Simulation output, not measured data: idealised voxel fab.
Process module name: voxel gate over fins
For reference, the cross-section in this document is cut, with width 235 nm and square cells of 5 nm.
Heads up, the way a cross-section reads in here is a grid of square cells, handed over as bands from the top down, with every band being one or more rows of cells.
Top, bottom (nm), then materials left to right with widths (nm); lone material tagged "full width" fills the whole band edge to edge; "blank" = empty space.
Heights from 0 (as-received wafer is one material below). Bottom band endless downward, as "0 nm and below".
Quick explanation for "30..40": the width changes in equal steps down the rows of cells, from the first number in the band's top row to the second number in its bottom row.
Basically "all unchanged" means that step didn't change any cell in the cross-section.
Closed empty spaces (no open way to the top) of 8 cells or more are what "Closed internal voids" lists, each as width x height at distance from the left edge, nm for all three.
Step line, after settings: the simulator's comment on this step.
"overlay nm" answers the question of how far to the right of plan the mask lay on a step that has a mask, and when it is negative the answer is to the left.
Planned process steps:
1: RECEIVE,material Si
2: CONFORMAL_DEP,material SiN,thk nm 5
3: MASKED_ETCH,tone cover,mask id FINS,width nm 15,pitch nm 50,etch materials SiN,depth nm 5,overlay nm 0
4: MASKED_ETCH,tone cover,mask id FINS,width nm 15,pitch nm 50,etch materials Si,depth nm 35,overlay nm 0
5: FILL_DEP,material SiO2,thk nm 10
6: CMP,height nm 5
7: DIRECTIONAL_DEP,material aC,thk nm 10
8: PATTERN,tone open,mask id RAIL,material resist,width nm 15,thk nm 30,overlay nm 0
9: DIRECTIONAL_ETCH,etch materials aC,depth nm 10
10: STRIP,etch materials resist
11: DIRECTIONAL_ETCH,etch materials SiO2,depth nm 35
12: STRIP,etch materials aC
13: CONFORMAL_DEP,material TiN,thk nm 5
14: FILL_DEP,material W,thk nm 10
15: CMP,height nm 5
16: SELECTIVE_ETCH,etch materials W Ru TiN,depth nm 20
17: FILL_DEP,material SiO2,thk nm 5
18: CMP,height nm 5
19: SELECTIVE_ETCH,etch materials SiO2,depth nm 15
20: STRIP,etch materials SiN
21: CONFORMAL_DEP,material HfO2,thk nm 5
22: CONFORMAL_DEP,material TiN,thk nm 5
23: CONFORMAL_DEP,material TiAl,thk nm 5
24: CONFORMAL_DEP,material TiN,thk nm 5
25: FILL_DEP,material W,thk nm 15
26: CMP,height nm 30
27: CONFORMAL_DEP,material SiCN,thk nm 10
First of the two wafers, run per plan:
Wafer as received: cross-section following step 1:
    0 nm and below  Si full width
    Closed internal voids: none
Cross-section of the wafer subsequent to step 2:
    5 nm to 0 nm  SiN full width
    Below 0 it's all the same as before, nothing changed down there.
Cross-section of the wafer subsequent to step 3:
    5 nm to 0 nm  blank 35 | SiN 15 | blank 35 | SiN 15 | blank 35 | SiN 15 | blank 35 | SiN 15 | blank 35
    Below 0 it's all the same as before, nothing changed down there.
Cross-section of the wafer subsequent to step 4:
    5 nm to 0 nm  blank 35 | SiN 15 | blank 35 | SiN 15 | blank 35 | SiN 15 | blank 35 | SiN 15 | blank 35
    0 nm to -35 nm  blank 35 | Si 15 | blank 35 | Si 15 | blank 35 | Si 15 | blank 35 | Si 15 | blank 35
    Below -35 it's all the same as before, nothing changed down there.
Cross-section of the wafer subsequent to step 5:
    15 nm to 5 nm  SiO2 full width
    5 nm to 0 nm  SiO2 35 | SiN 15 | SiO2 35 | SiN 15 | SiO2 35 | SiN 15 | SiO2 35 | SiN 15 | SiO2 35
    0 nm to -35 nm  SiO2 35 | Si 15 | SiO2 35 | Si 15 | SiO2 35 | Si 15 | SiO2 35 | Si 15 | SiO2 35
    Below -35 it's all the same as before, nothing changed down there.
Cross-section of the wafer subsequent to step 6:
    5 nm to 0 nm  SiO2 35 | SiN 15 | SiO2 35 | SiN 15 | SiO2 35 | SiN 15 | SiO2 35 | SiN 15 | SiO2 35
    Below 0 it's all the same as before, nothing changed down there.
Cross-section of the wafer subsequent to step 7:
    15 nm to 5 nm  aC full width
    Below 5 it's all the same as before, nothing changed down there.
Cross-section of the wafer subsequent to step 8:
    45 nm to 15 nm  resist 60 | blank 15 | resist 160
    Below 15 it's all the same as before, nothing changed down there.
Cross-section of the wafer subsequent to step 9:
    35 nm to 15 nm  resist 60 | blank 15 | resist 160
    15 nm to 5 nm  aC 60 | blank 15 | aC 160
    Below 5 it's all the same as before, nothing changed down there.
Cross-section of the wafer subsequent to step 10:
    15 nm to 5 nm  aC 60 | blank 15 | aC 160
    Below 5 it's all the same as before, nothing changed down there.
Cross-section of the wafer subsequent to step 11:
    15 nm to 5 nm  aC 60 | blank 15 | aC 160
    5 nm to 0 nm  SiO2 35 | SiN 15 | SiO2 10 | blank 15 | SiO2 10 | SiN 15 | SiO2 35 | SiN 15 | SiO2 35 | SiN 15 | SiO2 35
    0 nm to -30 nm  SiO2 35 | Si 15 | SiO2 10 | blank 15 | SiO2 10 | Si 15 | SiO2 35 | Si 15 | SiO2 35 | Si 15 | SiO2 35
    Below -30 it's all the same as before, nothing changed down there.
Cross-section of the wafer subsequent to step 12:
    5 nm to 0 nm  SiO2 35 | SiN 15 | SiO2 10 | blank 15 | SiO2 10 | SiN 15 | SiO2 35 | SiN 15 | SiO2 35 | SiN 15 | SiO2 35
    Below 0 it's all the same as before, nothing changed down there.
Cross-section of the wafer subsequent to step 13:
    10 nm to 5 nm  TiN 65 | blank 5 | TiN 165
    5 nm to 0 nm  SiO2 35 | SiN 15 | SiO2 10 | TiN 5 | blank 5 | TiN 5 | SiO2 10 | SiN 15 | SiO2 35 | SiN 15 | SiO2 35 | SiN 15 | SiO2 35
    0 nm to -25 nm  SiO2 35 | Si 15 | SiO2 10 | TiN 5 | blank 5 | TiN 5 | SiO2 10 | Si 15 | SiO2 35 | Si 15 | SiO2 35 | Si 15 | SiO2 35
    -25 nm to -30 nm  SiO2 35 | Si 15 | SiO2 10 | TiN 15 | SiO2 10 | Si 15 | SiO2 35 | Si 15 | SiO2 35 | Si 15 | SiO2 35
    Below -30 it's all the same as before, nothing changed down there.
Cross-section of the wafer subsequent to step 14:
    20 nm to 10 nm  W full width
    10 nm to 5 nm  TiN 65 | W 5 | TiN 165
    5 nm to 0 nm  SiO2 35 | SiN 15 | SiO2 10 | TiN 5 | W 5 | TiN 5 | SiO2 10 | SiN 15 | SiO2 35 | SiN 15 | SiO2 35 | SiN 15 | SiO2 35
    0 nm to -25 nm  SiO2 35 | Si 15 | SiO2 10 | TiN 5 | W 5 | TiN 5 | SiO2 10 | Si 15 | SiO2 35 | Si 15 | SiO2 35 | Si 15 | SiO2 35
    Below -25 it's all the same as before, nothing changed down there.
Cross-section of the wafer subsequent to step 15:
    5 nm to 0 nm  SiO2 35 | SiN 15 | SiO2 10 | TiN 5 | W 5 | TiN 5 | SiO2 10 | SiN 15 | SiO2 35 | SiN 15 | SiO2 35 | SiN 15 | SiO2 35
    Below 0 it's all the same as before, nothing changed down there.
Cross-section of the wafer subsequent to step 16:
    5 nm to 0 nm  SiO2 35 | SiN 15 | SiO2 10 | blank 15 | SiO2 10 | SiN 15 | SiO2 35 | SiN 15 | SiO2 35 | SiN 15 | SiO2 35
    0 nm to -15 nm  SiO2 35 | Si 15 | SiO2 10 | blank 15 | SiO2 10 | Si 15 | SiO2 35 | Si 15 | SiO2 35 | Si 15 | SiO2 35
    Below -15 it's all the same as before, nothing changed down there.
Cross-section of the wafer subsequent to step 17:
    10 nm to 5 nm  SiO2 full width
    5 nm to 0 nm  SiO2 35 | SiN 15 | SiO2 35 | SiN 15 | SiO2 35 | SiN 15 | SiO2 35 | SiN 15 | SiO2 35
    0 nm to -15 nm  SiO2 35 | Si 15 | SiO2 35 | Si 15 | SiO2 35 | Si 15 | SiO2 35 | Si 15 | SiO2 35
    Below -15 it's all the same as before, nothing changed down there.
Cross-section of the wafer subsequent to step 18:
    5 nm to 0 nm  SiO2 35 | SiN 15 | SiO2 35 | SiN 15 | SiO2 35 | SiN 15 | SiO2 35 | SiN 15 | SiO2 35
    Below 0 it's all the same as before, nothing changed down there.
Cross-section of the wafer subsequent to step 19:
    5 nm to 0 nm  blank 35 | SiN 15 | blank 35 | SiN 15 | blank 35 | SiN 15 | blank 35 | SiN 15 | blank 35
    0 nm to -10 nm  blank 35 | Si 15 | blank 35 | Si 15 | blank 35 | Si 15 | blank 35 | Si 15 | blank 35
    Below -10 it's all the same as before, nothing changed down there.
Cross-section of the wafer subsequent to step 20:
    0 nm to -10 nm  blank 35 | Si 15 | blank 35 | Si 15 | blank 35 | Si 15 | blank 35 | Si 15 | blank 35
    Below -10 it's all the same as before, nothing changed down there.
Cross-section of the wafer subsequent to step 21:
    5 nm to 0 nm  blank 30 | HfO2 25 | blank 25 | HfO2 25 | blank 25 | HfO2 25 | blank 25 | HfO2 25 | blank 30
    0 nm to -5 nm  blank 30 | HfO2 5 | Si 15 | HfO2 5 | blank 25 | HfO2 5 | Si 15 | HfO2 5 | blank 25 | HfO2 5 | Si 15 | HfO2 5 | blank 25 | HfO2 5 | Si 15 | HfO2 5 | blank 30
    -5 nm to -10 nm  HfO2 35 | Si 15 | HfO2 35 | Si 15 | HfO2 35 | Si 15 | HfO2 35 | Si 15 | HfO2 35
    Below -10 it's all the same as before, nothing changed down there.
Cross-section of the wafer subsequent to step 22:
    10 nm to 5 nm  blank 25 | TiN 35 | blank 15 | TiN 35 | blank 15 | TiN 35 | blank 15 | TiN 35 | blank 25
    5 nm to 0 nm  blank 25 | TiN 5 | HfO2 25 | TiN 5 | blank 15 | TiN 5 | HfO2 25 | TiN 5 | blank 15 | TiN 5 | HfO2 25 | TiN 5 | blank 15 | TiN 5 | HfO2 25 | TiN 5 | blank 25
    0 nm to -5 nm  TiN 30 | HfO2 5 | Si 15 | HfO2 5 | TiN 25 | HfO2 5 | Si 15 | HfO2 5 | TiN 25 | HfO2 5 | Si 15 | HfO2 5 | TiN 25 | HfO2 5 | Si 15 | HfO2 5 | TiN 30
    Below -5 it's all the same as before, nothing changed down there.
Cross-section of the wafer subsequent to step 23:
    15 nm to 10 nm  blank 20 | TiAl 45 | blank 5 | TiAl 45 | blank 5 | TiAl 45 | blank 5 | TiAl 45 | blank 20
    10 nm to 5 nm  blank 20 | TiAl 5 | TiN 35 | TiAl 5 | blank 5 | TiAl 5 | TiN 35 | TiAl 5 | blank 5 | TiAl 5 | TiN 35 | TiAl 5 | blank 5 | TiAl 5 | TiN 35 | TiAl 5 | blank 20
    5 nm to 0 nm  TiAl 25 | TiN 5 | HfO2 25 | TiN 5 | TiAl 15 | TiN 5 | HfO2 25 | TiN 5 | TiAl 15 | TiN 5 | HfO2 25 | TiN 5 | TiAl 15 | TiN 5 | HfO2 25 | TiN 5 | TiAl 25
    Below 0 it's all the same as before, nothing changed down there.
Cross-section of the wafer subsequent to step 24:
    20 nm to 15 nm  blank 15 | TiN 205 | blank 15
    15 nm to 10 nm  blank 15 | TiN 5 | TiAl 45 | TiN 5 | TiAl 45 | TiN 5 | TiAl 45 | TiN 5 | TiAl 45 | TiN 5 | blank 15
    10 nm to 5 nm  TiN 20 | TiAl 5 | TiN 35 | TiAl 5 | TiN 5 | TiAl 5 | TiN 35 | TiAl 5 | TiN 5 | TiAl 5 | TiN 35 | TiAl 5 | TiN 5 | TiAl 5 | TiN 35 | TiAl 5 | TiN 20
    Below 5 it's all the same as before, nothing changed down there.
Cross-section of the wafer subsequent to step 25:
    35 nm to 20 nm  W full width
    20 nm to 15 nm  W 15 | TiN 205 | W 15
    15 nm to 10 nm  W 15 | TiN 5 | TiAl 45 | TiN 5 | TiAl 45 | TiN 5 | TiAl 45 | TiN 5 | TiAl 45 | TiN 5 | W 15
    Below 10 it's all the same as before, nothing changed down there.
Cross-section of the wafer subsequent to step 26:
    30 nm to 20 nm  W full width
    Below 20 it's all the same as before, nothing changed down there.
Cross-section of the wafer subsequent to step 27:
    40 nm to 30 nm  SiCN full width
    Below 30 it's all the same as before, nothing changed down there.
Second wafer, same starting state and plan as the first, one mistake in the run, identical through step 22:
Cross-section of the second wafer at the time step 23 of the plan should have ended: all unchanged
Cross-section of the second wafer at the time step 24 of the plan should have ended:
    15 nm to 5 nm  blank 20 | TiN 45 | blank 5 | TiN 45 | blank 5 | TiN 45 | blank 5 | TiN 45 | blank 20
    5 nm to 0 nm  TiN 30 | HfO2 25 | TiN 25 | HfO2 25 | TiN 25 | HfO2 25 | TiN 25 | HfO2 25 | TiN 30
    Below 0 it's all the same as before, nothing changed down there.
Cross-section of the second wafer at the time step 25 of the plan should have ended:
    30 nm to 15 nm  W full width
    15 nm to 5 nm  W 20 | TiN 45 | W 5 | TiN 45 | W 5 | TiN 45 | W 5 | TiN 45 | W 20
    Below 5 it's all the same as before, nothing changed down there.
Cross-section of the second wafer at the time step 26 of the plan should have ended: all unchanged
Cross-section of the second wafer at the time step 27 of the plan should have ended:
    40 nm to 30 nm  SiCN full width
    Below 30 it's all the same as before, nothing changed down there.
Plan not followed: step 23 of the plan never got run, it was skipped over
Final wafer comparison in cells, second versus first, more or fewer per material: -63 TiAl, +6 TiN, +57 W
